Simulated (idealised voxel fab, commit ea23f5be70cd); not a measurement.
process module | voxel air gaps
We display cut, a cross-section 265 nm in width whose square cells are each 5 nm.
We lay out every cross-section as a grid of square cells and spell it out in bands from the top down, where one band means one or more rows of cells.
In this notation a band is specified by the heights of its top and bottom, in that order and in nm, after which its materials appear from left to right, each paired with its width in nm. The word "all across" attached to a single material means that material fills the band from edge to edge; the word "blank" stands for empty space.
Height 0 is the level under which the wafer as received is all one material. The lowest band goes on downwards, as in "0 down".
When a width is written as two numbers, as in "30 to 40", the first number is the width in the top row of cells of the band and the second is the width in its bottom row, and the width changes by the same amount from each row to the next.
What does "no change" mean for a step? It means no cell of the cross-section changed in that step.
"Entrapped voids" means: voids of 8 cells or more that are shut off from the top with no open way through. Written width x height at distance, distance from the left edge, in nm.
after a step's settings: what the simulator itself notes on the step
"overlay nm" on a masked step: distance the mask lay right of its planned place, negative for left.

-- plan
1: RECEIVE (material Si)
2: CONFORMAL_DEP (material SiO2; thk nm 10)
3: CONFORMAL_DEP (material SiCN; thk nm 5)
4: DIRECTIONAL_DEP (material lowk; thk nm 40)
5: MASKED_ETCH (tone open; mask id LINES; width nm 20; pitch nm 45; etch materials lowk; depth nm 40; overlay nm 0)
6: CONFORMAL_DEP (material TiN; thk nm 5)
7: FILL_DEP (material W; thk nm 5)
8: CMP (height nm 55)
9: EPI (material Ru; thk nm 10)
10: SELECTIVE_ETCH (etch materials lowk; depth nm 50)
11: CONFORMAL_DEP (material SiCN; thk nm 5)

-- Shown in cross-section is the wafer as received, that is, as it stands after step 1
  0 down: Si all across
  Entrapped voids: none

-- Wafer at module end, in section. Began as above, planned as above, run with one mistake
  70 to 65: 60 nm blank; 140 nm SiCN; 65 nm blank
  65 to 55: 60 nm blank; 5 nm SiCN; 40 nm Ru; 5 nm SiCN; 40 nm Ru; 5 nm SiCN; 40 nm Ru; 5 nm SiCN; 65 nm blank
  55 to 50: 60 nm blank; 15 nm SiCN; 5 nm TiN; 10 nm W; 5 nm TiN; 25 nm SiCN; 5 nm TiN; 10 nm W; 5 nm TiN; 25 nm SiCN; 5 nm TiN; 10 nm W; 5 nm TiN; 15 nm SiCN; 65 nm blank
  50 to 20: 70 nm blank; 5 nm SiCN; 5 nm TiN; 10 nm W; 5 nm TiN; 5 nm SiCN; 15 nm blank; 5 nm SiCN; 5 nm TiN; 10 nm W; 5 nm TiN; 5 nm SiCN; 15 nm blank; 5 nm SiCN; 5 nm TiN; 10 nm W; 5 nm TiN; 5 nm SiCN; 75 nm blank
  20 to 15: 75 nm SiCN; 20 nm TiN; 25 nm SiCN; 20 nm TiN; 25 nm SiCN; 20 nm TiN; 80 nm SiCN
  15 to 5: SiO2 all across
  5 to 0: SiCN all across
  0 down: Si all across
  Entrapped voids: 15 x 30 at 100; 15 x 30 at 145
What went wrong in running the wafer? plan steps 2 and 3 run swapped
